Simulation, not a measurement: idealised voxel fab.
Proc. module: voxel released beams
Pictured: cross-section cut, 160 nm wide, on a grid of 5 nm square cells.
Reading order for cross-sections: top band down to bottom band. Underlying form: a grid of square cells. Band size: one or more rows of cells.
It is stipulated that each band's entry specify, in nanometres, the height of the top of the band and then that of its bottom, followed by the materials of the band in left-to-right sequence, each together with its width in nanometres. A single material marked by the word "all across" is understood to fill the band from edge to edge; the word "empty" is understood to denote empty space.
Zero point of the height axis is 0; under it, received wafer = one material. Lowest band: continues down indefinitely, "0 -> down".
So if you see something like "30 to 40" for the width, read it as the top row of the band sitting at the first number and the bottom row at the second, with every row in between moving by the same amount as the last.
For the purposes of this document, the phrase "nothing was modified" attached to a step denotes that no cell within the cross-section was modified by that step.
Empty spaces without an open route to the top, at least 8 cells in extent, make up the entry "Voids lacking openings"; each is given as width x height at distance, where the distance is measured from the left edge, and all are in nm.
Formally, on a step line, whatever follows the settings is a remark that the simulator itself makes on the step.
A step's line can hold "overlay nm"; with a mask on that step, the setting says how far right of the planned place the mask lay, while a negative setting says it lay to the left.

### The steps planned for the process are as follows
step 1: RECEIVE,material Si
step 2: CONFORMAL_DEP,material Al2O3,thk nm 5
step 3: DIRECTIONAL_DEP,material SiO2,thk nm 20
step 4: DIRECTIONAL_DEP,material aC,thk nm 15
step 5: PATTERN,tone open,mask id ANCHOR,material resist,width nm 35,thk nm 30,overlay nm 0
step 6: DIRECTIONAL_ETCH,etch materials aC,depth nm 15
step 7: STRIP,etch materials resist
step 8: DIRECTIONAL_ETCH,etch materials SiO2,depth nm 20
step 9: STRIP,etch materials aC
step 10: CONFORMAL_DEP,material W,thk nm 10
step 11: DIRECTIONAL_DEP,material aC,thk nm 10
step 12: PATTERN,tone cover,mask id BEAM,material resist,width nm 110,thk nm 30,overlay nm 0
step 13: DIRECTIONAL_ETCH,etch materials aC,depth nm 10
step 14: STRIP,etch materials resist
step 15: DIRECTIONAL_ETCH,etch materials W,depth nm 10
step 16: STRIP,etch materials aC
step 17: STRIP,etch materials SiO2

### Concerning the first of two wafers, which was run in accordance with the plan

### Incoming wafer in cross-section (state: after step 1)
  0 -> down | Si all across
  Voids lacking openings: none

### Cross-section of the wafer after step 2
  5 -> 0 | Al2O3 all across
  Unchanged below 0.

### Cross-section of the wafer after step 3
  25 -> 5 | SiO2 all across
  Unchanged below 5.

### Cross-section of the wafer after step 4
  40 -> 25 | aC all across
  Unchanged below 25.

### Cross-section of the wafer after step 5
  70 -> 40 | resist=25  empty=35  resist=100
  Unchanged below 40.

### Cross-section of the wafer after step 6
  55 -> 40 | resist=25  empty=35  resist=100
  40 -> 25 | aC=25  empty=35  aC=100
  Unchanged below 25.

### Cross-section of the wafer after step 7
  40 -> 25 | aC=25  empty=35  aC=100
  Unchanged below 25.

### Cross-section of the wafer after step 8
  40 -> 25 | aC=25  empty=35  aC=100
  25 -> 5 | SiO2=25  empty=35  SiO2=100
  Unchanged below 5.

### Cross-section of the wafer after step 9
  25 -> 5 | SiO2=25  empty=35  SiO2=100
  Unchanged below 5.

### Cross-section of the wafer after step 10
  35 -> 25 | W=35  empty=15  W=110
  25 -> 15 | SiO2=25  W=10  empty=15  W=10  SiO2=100
  15 -> 5 | SiO2=25  W=35  SiO2=100
  Unchanged below 5.

### Cross-section of the wafer after step 11
  45 -> 35 | aC=35  empty=15  aC=110
  35 -> 25 | W=35  empty=15  W=110
  25 -> 15 | SiO2=25  W=10  aC=15  W=10  SiO2=100
  Unchanged below 15.

### Cross-section of the wafer after step 12
  75 -> 45 | empty=20  resist=110  empty=30
  45 -> 35 | aC=35  resist=15  aC=110
  35 -> 25 | W=35  resist=15  W=110
  Unchanged below 25.

### Cross-section of the wafer after step 13
  65 -> 45 | empty=20  resist=110  empty=30
  45 -> 35 | empty=20  aC=15  resist=15  aC=80  empty=30
  Unchanged below 35.

### Cross-section of the wafer after step 14
  45 -> 35 | empty=20  aC=15  empty=15  aC=80  empty=30
  35 -> 25 | W=35  empty=15  W=110
  Unchanged below 25.

### Cross-section of the wafer after step 15
  45 -> 35 | empty=20  aC=15  empty=15  aC=80  empty=30
  35 -> 25 | empty=20  W=15  empty=15  W=80  empty=30
  Unchanged below 25.

### Cross-section of the wafer after step 16
  35 -> 25 | empty=20  W=15  empty=15  W=80  empty=30
  25 -> 15 | SiO2=25  W=10  empty=15  W=10  SiO2=100
  Unchanged below 15.

### Cross-section of the wafer after step 17
  35 -> 25 | empty=20  W=15  empty=15  W=80  empty=30
  25 -> 15 | empty=25  W=10  empty=15  W=10  empty=100
  15 -> 5 | empty=25  W=35  empty=100
  Unchanged below 5.

### Wafer two. Same start, same plan, one slip in execution. Same as wafer one through step 14, inclusive

### Cross-section of the second wafer when, according to plan, step 15 should have finished
  45 -> 35 | empty=20  aC=15  empty=15  aC=80  empty=30
  35 -> 30 | empty=20  W=15  empty=15  W=80  empty=30
  Unchanged below 30.

### Cross-section of the second wafer when, according to plan, step 16 should have finished
  35 -> 30 | empty=20  W=15  empty=15  W=80  empty=30
  30 -> 25 | W=35  empty=15  W=110
  25 -> 15 | SiO2=25  W=10  empty=15  W=10  SiO2=100
  Unchanged below 15.

Cross-section of the second wafer when, according to plan, step 17 should have finished: nothing was modified
So what did we get wrong on this run? note that step 15 departed from the planned setting and was carried out as DIRECTIONAL_ETCH,etch materials W,depth nm 5
Upon completion, the second wafer contains, in terms of cells, a greater or smaller amount of certain materials than the first wafer: SiO2 +100, W +10
